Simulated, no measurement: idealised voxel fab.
Name of the process module below: voxel fin reveal
The cross-section on display is named cut; it measures 295 nm wide, and its cells are 5 nm squares.
Cross-section, as written here: a square-cell grid given band by band from the top down, where a band holds one or more rows of cells.
Band: top height; bottom height; in nm. Then, left to right: material with width in nm, for each material. "edge to edge": a single material spanning edge to edge. "empty": empty space.
Convention: height 0 is the level below which the wafer, as received, is all one material. The lowest band does not terminate at the bottom but continues downward, represented as "0 nm and below".
You'd read "30->40" like this: the band's top row of cells is as wide as the first number, its bottom row is as wide as the second, and going down, every row changes width by the same amount as the row before did.
"no modification" after a step means that no cell of the cross-section changed.
Any empty space of 8 cells or more lacking an open way to the top shows up in "Entrapped voids" as width x height at distance, distance from the left edge, in nm.
On a step's line, text after the settings is the simulator commenting on that step.
Among the settings permitted on a step's line is "overlay nm"; applied to a step with a mask, it specifies the extent to which the mask lay to the right of its planned position, whereas a negative figure signifies a position to the left.

-- These are the steps we planned for the process
1) RECEIVE with material Si
2) CONFORMAL_DEP with material SiN, thk nm 10
3) MASKED_ETCH with tone cover, mask id FINS, width nm 15, pitch nm 40, etch materials SiN, depth nm 10, overlay nm 0
4) MASKED_ETCH with tone cover, mask id FINS, width nm 15, pitch nm 40, etch materials Si, depth nm 30, overlay nm 0
5) FILL_DEP with material SiO2, thk nm 5
6) CMP with height nm 10
7) SELECTIVE_ETCH with etch materials SiO2, depth nm 30
8) STRIP with etch materials SiN
9) CONFORMAL_DEP with material HfO2, thk nm 5
Where the wafers of this document differ is in the width nm of step 4; they start out the same, and the plan states the value that applied to the first wafer.

-- As received, i.e. after step 1: cross-section through the first of several wafers
  0 nm and below | Si edge to edge
  Entrapped voids: none

-- Gained (+) or lost (-) cells of each material since receipt, then closed voids: one row per wafer, at the end of the module
width nm 15, +83 HfO2, -300 Si, +100 SiO2, Entrapped voids: none
width nm 20, +83 HfO2, -282 Si, +94 SiO2, Entrapped voids: none
width nm 25, +83 HfO2, -264 Si, +88 SiO2, Entrapped voids: none
